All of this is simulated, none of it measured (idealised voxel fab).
Presented below is a process module, voxel wiring stack.
Square cell edge 5 nm, section width 240 nm, ID cut.
Cross-sections here: square-cell grids, written as top-down lists of bands, a band being one or more rows of cells. In this notation a band is specified by the heights of its top and bottom, in that order and in nm, after which its materials appear from left to right, each paired with its width in nm. The word "everywhere" attached to a single material means that material fills the band from edge to edge; the word "air" stands for empty space. Counting heights begins at 0, where everything beneath is, in the wafer as received, one material. The lowest band has no bottom; it goes on downwards, as "from 0 down" shows. The two numbers in a width such as "30 to 40" mark its ends across the band: the first belongs to the top row of cells, the second to the bottom row, and from each row to the next the width moves by the same amount. Key: "nothing was modified" - step with no changed cell in the cross-section. The label "Voids, enclosed" introduces a list of the empty spaces, 8 cells or larger, that have no open way up to the top; each entry in it reads width x height at distance, where the distance is taken from the left edge and all three are stated in nm. after a step's settings: what the simulator itself notes on the step. Each step line may optionally specify "overlay nm", which for a step with a mask gives the rightward distance between the mask's planned place and where it lay, a negative value indicating the leftward direction.

-- The steps planned for the process are as follows
1. RECEIVE with material Si
2. CONFORMAL_DEP with material SiO2, thk nm 15
3. DIRECTIONAL_DEP with material TiN, thk nm 5
4. DIRECTIONAL_DEP with material W, thk nm 20
5. DIRECTIONAL_DEP with material aC, thk nm 15
6. PATTERN with tone cover, mask id METAL_1, material resist, width nm 20, pitch nm 40, thk nm 35, overlay nm 0
7. DIRECTIONAL_ETCH with etch materials aC, depth nm 15
8. STRIP with etch materials resist
9. DIRECTIONAL_ETCH with etch materials W, depth nm 20
10. DIRECTIONAL_ETCH with etch materials TiN, depth nm 5
11. STRIP with etch materials aC
12. CONFORMAL_DEP with material SiCN, thk nm 5
13. FILL_DEP with material lowk, thk nm 5
14. CMP with height nm 40
15. CONFORMAL_DEP with material SiCN, thk nm 5
16. DIRECTIONAL_DEP with material lowk, thk nm 20
17. DIRECTIONAL_DEP with material aC, thk nm 15
18. PATTERN with tone open, mask id PLUG_1, material resist, width nm 15, pitch nm 40, thk nm 30, overlay nm 0
19. DIRECTIONAL_ETCH with etch materials aC, depth nm 15
20. STRIP with etch materials resist
21. DIRECTIONAL_ETCH with etch materials lowk, depth nm 20
22. DIRECTIONAL_ETCH with etch materials SiCN, depth nm 5
23. STRIP with etch materials aC
24. EPI with material Ru, thk nm 10
25. EPI with material Ru, thk nm 10
26. EPI with material Ru, thk nm 5
27. DIRECTIONAL_DEP with material TiN, thk nm 5
28. DIRECTIONAL_DEP with material Ru, thk nm 15
29. DIRECTIONAL_DEP with material aC, thk nm 10
30. PATTERN with tone cover, mask id METAL_2, material resist, width nm 20, pitch nm 40, thk nm 30, overlay nm 0
31. DIRECTIONAL_ETCH with etch materials aC, depth nm 10
32. STRIP with etch materials resist
33. DIRECTIONAL_ETCH with etch materials Ru, depth nm 15
34. DIRECTIONAL_ETCH with etch materials TiN, depth nm 5
35. STRIP with etch materials aC
36. FILL_DEP with material SiO2, thk nm 10
37. CMP with height nm 85
38. CONFORMAL_DEP with material SiN, thk nm 5

-- Received-state cross-section, reflecting completion of step 1
from 0 down  Si everywhere
Voids, enclosed: none

-- Cross-section, first of two wafers, end of module, run as planned
from 90 to 85  SiN everywhere
from 85 to 70  SiO2 50 nm | Ru 20 nm | SiO2 20 nm | Ru 20 nm | SiO2 20 nm | Ru 20 nm | SiO2 20 nm | Ru 20 nm | SiO2 50 nm
from 70 to 65  SiO2 50 nm | TiN 20 nm | SiO2 20 nm | TiN 20 nm | SiO2 20 nm | TiN 20 nm | SiO2 20 nm | TiN 20 nm | SiO2 50 nm
from 65 to 45  lowk 50 nm | Ru 15 nm | lowk 25 nm | Ru 15 nm | lowk 25 nm | Ru 15 nm | lowk 25 nm | Ru 15 nm | lowk 55 nm
from 45 to 40  SiCN 50 nm | Ru 15 nm | SiCN 25 nm | Ru 15 nm | SiCN 25 nm | Ru 15 nm | SiCN 25 nm | Ru 15 nm | SiCN 55 nm
from 40 to 20  lowk 45 nm | SiCN 5 nm | W 20 nm | SiCN 5 nm | lowk 10 nm | SiCN 5 nm | W 20 nm | SiCN 5 nm | lowk 10 nm | SiCN 5 nm | W 20 nm | SiCN 5 nm | lowk 10 nm | SiCN 5 nm | W 20 nm | SiCN 5 nm | lowk 45 nm
from 20 to 15  SiCN 50 nm | TiN 20 nm | SiCN 20 nm | TiN 20 nm | SiCN 20 nm | TiN 20 nm | SiCN 20 nm | TiN 20 nm | SiCN 50 nm
from 15 to 0  SiO2 everywhere
from 0 down  Si everywhere
Voids, enclosed: none

-- Now the second wafer, cross-sectioned at the end of the module. Nothing different at the start, nothing different in the plan compared with the first, just one mistake when it was actually run
from 90 to 85  SiN everywhere
from 85 to 70  SiO2 50 nm | Ru 20 nm | SiO2 20 nm | Ru 20 nm | SiO2 20 nm | Ru 20 nm | SiO2 20 nm | Ru 20 nm | SiO2 50 nm
from 70 to 65  SiO2 50 nm | TiN 20 nm | SiO2 20 nm | TiN 20 nm | SiO2 20 nm | TiN 20 nm | SiO2 20 nm | TiN 20 nm | SiO2 50 nm
from 65 to 45  lowk 60 nm | Ru 15 nm | lowk 25 nm | Ru 15 nm | lowk 25 nm | Ru 15 nm | lowk 25 nm | Ru 15 nm | lowk 45 nm
from 45 to 40  SiCN 60 nm | Ru 15 nm | SiCN 25 nm | Ru 15 nm | SiCN 25 nm | Ru 15 nm | SiCN 25 nm | Ru 15 nm | SiCN 45 nm
from 40 to 20  lowk 45 nm | SiCN 5 nm | W 20 nm | SiCN 5 nm | lowk 10 nm | SiCN 5 nm | W 20 nm | SiCN 5 nm | lowk 10 nm | SiCN 5 nm | W 20 nm | SiCN 5 nm | lowk 10 nm | SiCN 5 nm | W 20 nm | SiCN 5 nm | lowk 45 nm
from 20 to 15  SiCN 50 nm | TiN 20 nm | SiCN 20 nm | TiN 20 nm | SiCN 20 nm | TiN 20 nm | SiCN 20 nm | TiN 20 nm | SiCN 50 nm
from 15 to 0  SiO2 everywhere
from 0 down  Si everywhere
Voids, enclosed: none
Short version of what went wrong: step 18 deviated from plan and actually ran as PATTERN with tone open, mask id PLUG_1, material resist, width nm 15, pitch nm 40, thk nm 30, overlay nm 10
Cell counts per material: same on both final wafers. Positions: different.
